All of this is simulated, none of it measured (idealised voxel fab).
The process module that follows is named voxel self aligned contacts.
Pictured: cross-section cut, 235 nm wide, on a grid of 5 nm square cells.
Heads up, the way a cross-section reads in here is a grid of square cells, handed over as bands from the top down, with every band being one or more rows of cells.
Band entry format. Leading values: height of top, height of bottom, nm. Remainder: materials in left-to-right order, each with its width in nm. Special words: "throughout" on a single material, which then fills the band edge to edge; "empty", empty space.
Measure heights from 0. That's the level where, below it, the as-received wafer is all one material. The lowest band is bottomless and extends downward; write it as in "top 0, no bottom".
A width such as "30..40" changes by the same amount from each row of cells to the next, from the band's top row to its bottom row.
Reading "no alterations made" for a step: not a cell of the cross-section changed in it.
Closed void inventory: empty space of 8 cells or more with no open way to the top, each as width x height at its distance from the left edge, in nm
Whatever follows a step's settings on its line is a remark the simulator itself makes about that step.
Each step line may optionally specify "overlay nm", which for a step with a mask gives the rightward distance between the mask's planned place and where it lay, a negative value indicating the leftward direction.

THE FOLLOWING LIST GIVES THE PLANNED PROCESS STEPS
step 1: RECEIVE: material Si
step 2: OXIDIZE: depth nm 5
step 3: DIRECTIONAL_DEP: material polySi, thk nm 25
step 4: DIRECTIONAL_DEP: material SiN, thk nm 15
step 5: PATTERN: tone cover, mask id GATE, material resist, width nm 30, pitch nm 65, thk nm 15, overlay nm 0
step 6: DIRECTIONAL_ETCH: etch materials SiN, depth nm 15
step 7: DIRECTIONAL_ETCH: etch materials polySi, depth nm 25
step 8: STRIP: etch materials resist
step 9: CONFORMAL_DEP: material SiN, thk nm 5
step 10: DIRECTIONAL_ETCH: etch materials SiN, depth nm 5
step 11: FILL_DEP: material SiO2, thk nm 15
step 12: CMP: height nm 45
step 13: DIRECTIONAL_DEP: material aC, thk nm 15
step 14: PATTERN: tone open, mask id CONTACT, material resist, width nm 45, pitch nm 65, thk nm 30, overlay nm 0
step 15: DIRECTIONAL_ETCH: etch materials aC, depth nm 15
step 16: STRIP: etch materials resist
step 17: DIRECTIONAL_ETCH: etch materials SiO2, depth nm 50
step 18: STRIP: etch materials aC
step 19: CONFORMAL_DEP: material TiN, thk nm 5
step 20: FILL_DEP: material Ru, thk nm 10
step 21: CMP: height nm 45
step 22: CONFORMAL_DEP: material SiCN, thk nm 5

SO, THE FIRST OF OUR TWO WAFERS, RUN JUST AS WE PLANNED IT

SO THIS IS THE INCOMING WAFER IN CROSS-SECTION - IT'S ALREADY BEEN THROUGH STEP 1
	top 0, no bottom = Si throughout
	Closed void inventory: none

SO THIS IS THE WAFER CROSS-SECTION RIGHT AFTER STEP 2
	top 0, bottom -5 = SiO2 throughout
	Below a height of -5, the structure has not been altered.

SO THIS IS THE WAFER CROSS-SECTION RIGHT AFTER STEP 3
	top 25, bottom 0 = polySi throughout
	Below a height of 0, the structure has not been altered.

SO THIS IS THE WAFER CROSS-SECTION RIGHT AFTER STEP 4
	top 40, bottom 25 = SiN throughout
	Below a height of 25, the structure has not been altered.

SO THIS IS THE WAFER CROSS-SECTION RIGHT AFTER STEP 5
	top 55, bottom 40 = empty: 35, resist: 30, empty: 35, resist: 30, empty: 35, resist: 30, empty: 40
	Below a height of 40, the structure has not been altered.

SO THIS IS THE WAFER CROSS-SECTION RIGHT AFTER STEP 6
	top 55, bottom 40 = empty: 35, resist: 30, empty: 35, resist: 30, empty: 35, resist: 30, empty: 40
	top 40, bottom 25 = empty: 35, SiN: 30, empty: 35, SiN: 30, empty: 35, SiN: 30, empty: 40
	Below a height of 25, the structure has not been altered.

SO THIS IS THE WAFER CROSS-SECTION RIGHT AFTER STEP 7
	top 55, bottom 40 = empty: 35, resist: 30, empty: 35, resist: 30, empty: 35, resist: 30, empty: 40
	top 40, bottom 25 = empty: 35, SiN: 30, empty: 35, SiN: 30, empty: 35, SiN: 30, empty: 40
	top 25, bottom 0 = empty: 35, polySi: 30, empty: 35, polySi: 30, empty: 35, polySi: 30, empty: 40
	Below a height of 0, the structure has not been altered.

SO THIS IS THE WAFER CROSS-SECTION RIGHT AFTER STEP 8
	top 40, bottom 25 = empty: 35, SiN: 30, empty: 35, SiN: 30, empty: 35, SiN: 30, empty: 40
	Below a height of 25, the structure has not been altered.

SO THIS IS THE WAFER CROSS-SECTION RIGHT AFTER STEP 9
	top 45, bottom 25 = empty: 30, SiN: 40, empty: 25, SiN: 40, empty: 25, SiN: 40, empty: 35
	top 25, bottom 5 = empty: 30, SiN: 5, polySi: 30, SiN: 5, empty: 25, SiN: 5, polySi: 30, SiN: 5, empty: 25, SiN: 5, polySi: 30, SiN: 5, empty: 35
	top 5, bottom 0 = SiN: 35, polySi: 30, SiN: 35, polySi: 30, SiN: 35, polySi: 30, SiN: 40
	Below a height of 0, the structure has not been altered.

SO THIS IS THE WAFER CROSS-SECTION RIGHT AFTER STEP 10
	top 40, bottom 25 = empty: 30, SiN: 40, empty: 25, SiN: 40, empty: 25, SiN: 40, empty: 35
	top 25, bottom 0 = empty: 30, SiN: 5, polySi: 30, SiN: 5, empty: 25, SiN: 5, polySi: 30, SiN: 5, empty: 25, SiN: 5, polySi: 30, SiN: 5, empty: 35
	Below a height of 0, the structure has not been altered.

SO THIS IS THE WAFER CROSS-SECTION RIGHT AFTER STEP 11
	top 55, bottom 40 = SiO2 throughout
	top 40, bottom 25 = SiO2: 30, SiN: 40, SiO2: 25, SiN: 40, SiO2: 25, SiN: 40, SiO2: 35
	top 25, bottom 0 = SiO2: 30, SiN: 5, polySi: 30, SiN: 5, SiO2: 25, SiN: 5, polySi: 30, SiN: 5, SiO2: 25, SiN: 5, polySi: 30, SiN: 5, SiO2: 35
	Below a height of 0, the structure has not been altered.

SO THIS IS THE WAFER CROSS-SECTION RIGHT AFTER STEP 12
	top 45, bottom 40 = SiO2 throughout
	Below a height of 40, the structure has not been altered.

SO THIS IS THE WAFER CROSS-SECTION RIGHT AFTER STEP 13
	top 60, bottom 45 = aC throughout
	Below a height of 45, the structure has not been altered.

SO THIS IS THE WAFER CROSS-SECTION RIGHT AFTER STEP 14
	top 90, bottom 60 = resist: 60, empty: 45, resist: 20, empty: 45, resist: 65
	Below a height of 60, the structure has not been altered.

SO THIS IS THE WAFER CROSS-SECTION RIGHT AFTER STEP 15
	top 75, bottom 60 = resist: 60, empty: 45, resist: 20, empty: 45, resist: 65
	top 60, bottom 45 = aC: 60, empty: 45, aC: 20, empty: 45, aC: 65
	Below a height of 45, the structure has not been altered.

SO THIS IS THE WAFER CROSS-SECTION RIGHT AFTER STEP 16
	top 60, bottom 45 = aC: 60, empty: 45, aC: 20, empty: 45, aC: 65
	Below a height of 45, the structure has not been altered.

SO THIS IS THE WAFER CROSS-SECTION RIGHT AFTER STEP 17
	top 60, bottom 45 = aC: 60, empty: 45, aC: 20, empty: 45, aC: 65
	top 45, bottom 40 = SiO2: 60, empty: 45, SiO2: 20, empty: 45, SiO2: 65
	top 40, bottom 25 = SiO2: 30, SiN: 40, empty: 25, SiN: 40, empty: 25, SiN: 40, SiO2: 35
	top 25, bottom 0 = SiO2: 30, SiN: 5, polySi: 30, SiN: 5, empty: 25, SiN: 5, polySi: 30, SiN: 5, empty: 25, SiN: 5, polySi: 30, SiN: 5, SiO2: 35
	top 0, bottom -5 = SiO2: 70, empty: 25, SiO2: 40, empty: 25, SiO2: 75
	Below a height of -5, the structure has not been altered.

SO THIS IS THE WAFER CROSS-SECTION RIGHT AFTER STEP 18
	top 45, bottom 40 = SiO2: 60, empty: 45, SiO2: 20, empty: 45, SiO2: 65
	Below a height of 40, the structure has not been altered.

SO THIS IS THE WAFER CROSS-SECTION RIGHT AFTER STEP 19
	top 50, bottom 45 = TiN: 65, empty: 35, TiN: 30, empty: 35, TiN: 70
	top 45, bottom 40 = SiO2: 60, TiN: 15, empty: 15, TiN: 15, SiO2: 20, TiN: 15, empty: 15, TiN: 15, SiO2: 65
	top 40, bottom 25 = SiO2: 30, SiN: 40, TiN: 5, empty: 15, TiN: 5, SiN: 40, TiN: 5, empty: 15, TiN: 5, SiN: 40, SiO2: 35
	top 25, bottom 0 = SiO2: 30, SiN: 5, polySi: 30, SiN: 5, TiN: 5, empty: 15, TiN: 5, SiN: 5, polySi: 30, SiN: 5, TiN: 5, empty: 15, TiN: 5, SiN: 5, polySi: 30, SiN: 5, SiO2: 35
	top 0, bottom -5 = SiO2: 70, TiN: 25, SiO2: 40, TiN: 25, SiO2: 75
	Below a height of -5, the structure has not been altered.

SO THIS IS THE WAFER CROSS-SECTION RIGHT AFTER STEP 20
	top 60, bottom 50 = Ru throughout
	top 50, bottom 45 = TiN: 65, Ru: 35, TiN: 30, Ru: 35, TiN: 70
	top 45, bottom 40 = SiO2: 60, TiN: 15, Ru: 15, TiN: 15, SiO2: 20, TiN: 15, Ru: 15, TiN: 15, SiO2: 65
	top 40, bottom 25 = SiO2: 30, SiN: 40, TiN: 5, Ru: 15, TiN: 5, SiN: 40, TiN: 5, Ru: 15, TiN: 5, SiN: 40, SiO2: 35
	top 25, bottom 0 = SiO2: 30, SiN: 5, polySi: 30, SiN: 5, TiN: 5, Ru: 15, TiN: 5, SiN: 5, polySi: 30, SiN: 5, TiN: 5, Ru: 15, TiN: 5, SiN: 5, polySi: 30, SiN: 5, SiO2: 35
	Below a height of 0, the structure has not been altered.

SO THIS IS THE WAFER CROSS-SECTION RIGHT AFTER STEP 21
	top 45, bottom 40 = SiO2: 60, TiN: 15, Ru: 15, TiN: 15, SiO2: 20, TiN: 15, Ru: 15, TiN: 15, SiO2: 65
	Below a height of 40, the structure has not been altered.

SO THIS IS THE WAFER CROSS-SECTION RIGHT AFTER STEP 22
	top 50, bottom 45 = SiCN throughout
	Below a height of 45, the structure has not been altered.

SECOND WAFER, SAME STARTING STATE AND PLAN AS THE FIRST, ONE MISTAKE IN THE RUN, IDENTICAL THROUGH STEP 13

CROSS-SECTIONAL VIEW OF THE SECOND WAFER AT THE INTENDED END TIME OF PROCESS STEP 14
	top 90, bottom 60 = resist: 55, empty: 45, resist: 20, empty: 45, resist: 70
	Below a height of 60, the structure has not been altered.

CROSS-SECTIONAL VIEW OF THE SECOND WAFER AT THE INTENDED END TIME OF PROCESS STEP 15
	top 75, bottom 60 = resist: 55, empty: 45, resist: 20, empty: 45, resist: 70
	top 60, bottom 45 = aC: 55, empty: 45, aC: 20, empty: 45, aC: 70
	Below a height of 45, the structure has not been altered.

CROSS-SECTIONAL VIEW OF THE SECOND WAFER AT THE INTENDED END TIME OF PROCESS STEP 16
	top 60, bottom 45 = aC: 55, empty: 45, aC: 20, empty: 45, aC: 70
	Below a height of 45, the structure has not been altered.

CROSS-SECTIONAL VIEW OF THE SECOND WAFER AT THE INTENDED END TIME OF PROCESS STEP 17
	top 60, bottom 45 = aC: 55, empty: 45, aC: 20, empty: 45, aC: 70
	top 45, bottom 40 = SiO2: 55, empty: 45, SiO2: 20, empty: 45, SiO2: 70
	top 40, bottom 25 = SiO2: 30, SiN: 40, empty: 25, SiN: 40, empty: 25, SiN: 40, SiO2: 35
	top 25, bottom 0 = SiO2: 30, SiN: 5, polySi: 30, SiN: 5, empty: 25, SiN: 5, polySi: 30, SiN: 5, empty: 25, SiN: 5, polySi: 30, SiN: 5, SiO2: 35
	top 0, bottom -5 = SiO2: 70, empty: 25, SiO2: 40, empty: 25, SiO2: 75
	Below a height of -5, the structure has not been altered.

CROSS-SECTIONAL VIEW OF THE SECOND WAFER AT THE INTENDED END TIME OF PROCESS STEP 18
	top 45, bottom 40 = SiO2: 55, empty: 45, SiO2: 20, empty: 45, SiO2: 70
	Below a height of 40, the structure has not been altered.

CROSS-SECTIONAL VIEW OF THE SECOND WAFER AT THE INTENDED END TIME OF PROCESS STEP 19
	top 50, bottom 45 = TiN: 60, empty: 35, TiN: 30, empty: 35, TiN: 75
	top 45, bottom 40 = SiO2: 55, TiN: 20, empty: 15, TiN: 10, SiO2: 20, TiN: 20, empty: 15, TiN: 10, SiO2: 70
	top 40, bottom 25 = SiO2: 30, SiN: 40, TiN: 5, empty: 15, TiN: 5, SiN: 40, TiN: 5, empty: 15, TiN: 5, SiN: 40, SiO2: 35
	top 25, bottom 0 = SiO2: 30, SiN: 5, polySi: 30, SiN: 5, TiN: 5, empty: 15, TiN: 5, SiN: 5, polySi: 30, SiN: 5, TiN: 5, empty: 15, TiN: 5, SiN: 5, polySi: 30, SiN: 5, SiO2: 35
	top 0, bottom -5 = SiO2: 70, TiN: 25, SiO2: 40, TiN: 25, SiO2: 75
	Below a height of -5, the structure has not been altered.

CROSS-SECTIONAL VIEW OF THE SECOND WAFER AT THE INTENDED END TIME OF PROCESS STEP 20
	top 60, bottom 50 = Ru throughout
	top 50, bottom 45 = TiN: 60, Ru: 35, TiN: 30, Ru: 35, TiN: 75
	top 45, bottom 40 = SiO2: 55, TiN: 20, Ru: 15, TiN: 10, SiO2: 20, TiN: 20, Ru: 15, TiN: 10, SiO2: 70
	top 40, bottom 25 = SiO2: 30, SiN: 40, TiN: 5, Ru: 15, TiN: 5, SiN: 40, TiN: 5, Ru: 15, TiN: 5, SiN: 40, SiO2: 35
	top 25, bottom 0 = SiO2: 30, SiN: 5, polySi: 30, SiN: 5, TiN: 5, Ru: 15, TiN: 5, SiN: 5, polySi: 30, SiN: 5, TiN: 5, Ru: 15, TiN: 5, SiN: 5, polySi: 30, SiN: 5, SiO2: 35
	Below a height of 0, the structure has not been altered.

CROSS-SECTIONAL VIEW OF THE SECOND WAFER AT THE INTENDED END TIME OF PROCESS STEP 21
	top 45, bottom 40 = SiO2: 55, TiN: 20, Ru: 15, TiN: 10, SiO2: 20, TiN: 20, Ru: 15, TiN: 10, SiO2: 70
	Below a height of 40, the structure has not been altered.

CROSS-SECTIONAL VIEW OF THE SECOND WAFER AT THE INTENDED END TIME OF PROCESS STEP 22
	top 50, bottom 45 = SiCN throughout
	Below a height of 45, the structure has not been altered.
What went wrong in running the wafer? in deviation from the planned setting, step 14 was conducted as PATTERN: tone open, mask id CONTACT, material resist, width nm 45, pitch nm 65, thk nm 30, overlay nm -5
Tallied in cells, the final second wafer holds each material in the same quantity as the first, although not at the same places.
